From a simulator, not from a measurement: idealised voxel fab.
process module | voxel tone inversion
cross-section cut | 150 nm wide | cells 5 nm
A cross-section is a grid of square cells, given in bands from the top down. A band is one or more rows of cells.
Each band's line starts with the height of the band's top and of its bottom, in nm. Then come its materials from left to right, each with its width in nm. One material with "throughout" fills the band from edge to edge. "air" is empty space.
Height 0 is the level under which the wafer as received is all one material. The lowest band goes on downwards, as in "0 down".
A width such as "30 to 40" changes by the same amount from each row of cells to the next, from the band's top row to its bottom row.
"no change" after a step means that no cell of the cross-section changed.
closed voids: empty space of 8 cells or more with no open way to the top, each as width x height at its distance from the left edge, in nm
after a step's settings: what the simulator itself notes on the step
overlay nm, on a step with a mask: how far to the right of its planned place the mask lay; to the left if negative
plan
1 op RECEIVE | material Si
2 op CONFORMAL_DEP | material SiN | thk nm 10
3 op DIRECTIONAL_DEP | material aC | thk nm 25
4 op PATTERN | tone cover | mask id POSTS | material resist | width nm 15 | pitch nm 45 | thk nm 30 | overlay nm 0
5 op DIRECTIONAL_ETCH | etch materials aC | depth nm 25
6 op STRIP | etch materials resist
7 op FILL_DEP | material SiO2 | thk nm 5
8 op CMP | height nm 35
9 op STRIP | etch materials aC
10 op CONFORMAL_DEP | material TiN | thk nm 5
11 op FILL_DEP | material W | thk nm 5
12 op CMP | height nm 35
13 op CONFORMAL_DEP | material SiCN | thk nm 5
as received, after step 1
  0 down: Si throughout
  closed voids: none
first wafer at the end, as planned
  40 to 35: SiCN throughout
  35 to 15: SiO2 20 | TiN 5 | W 5 | TiN 5 | SiO2 30 | TiN 5 | W 5 | TiN 5 | SiO2 30 | TiN 5 | W 5 | TiN 5 | SiO2 25
  15 to 10: SiO2 20 | TiN 15 | SiO2 30 | TiN 15 | SiO2 30 | TiN 15 | SiO2 25
  10 to 0: SiN throughout
  0 down: Si throughout
  closed voids: none
second wafer at the end: like start, like plan, one mistake
  40 to 35: SiCN throughout
  35 to 15: SiCN 20 | TiN 5 | W 5 | TiN 5 | SiCN 30 | TiN 5 | W 5 | TiN 5 | SiCN 30 | TiN 5 | W 5 | TiN 5 | SiCN 25
  15 to 10: SiCN 20 | TiN 15 | SiCN 30 | TiN 15 | SiCN 30 | TiN 15 | SiCN 25
  10 to 0: SiN throughout
  0 down: Si throughout
  closed voids: none
what went wrong: step 7 ran as: op FILL_DEP | material SiCN | thk nm 5
at the end the second wafer has, in cells: 105 more of SiCN | 105 fewer of SiO2
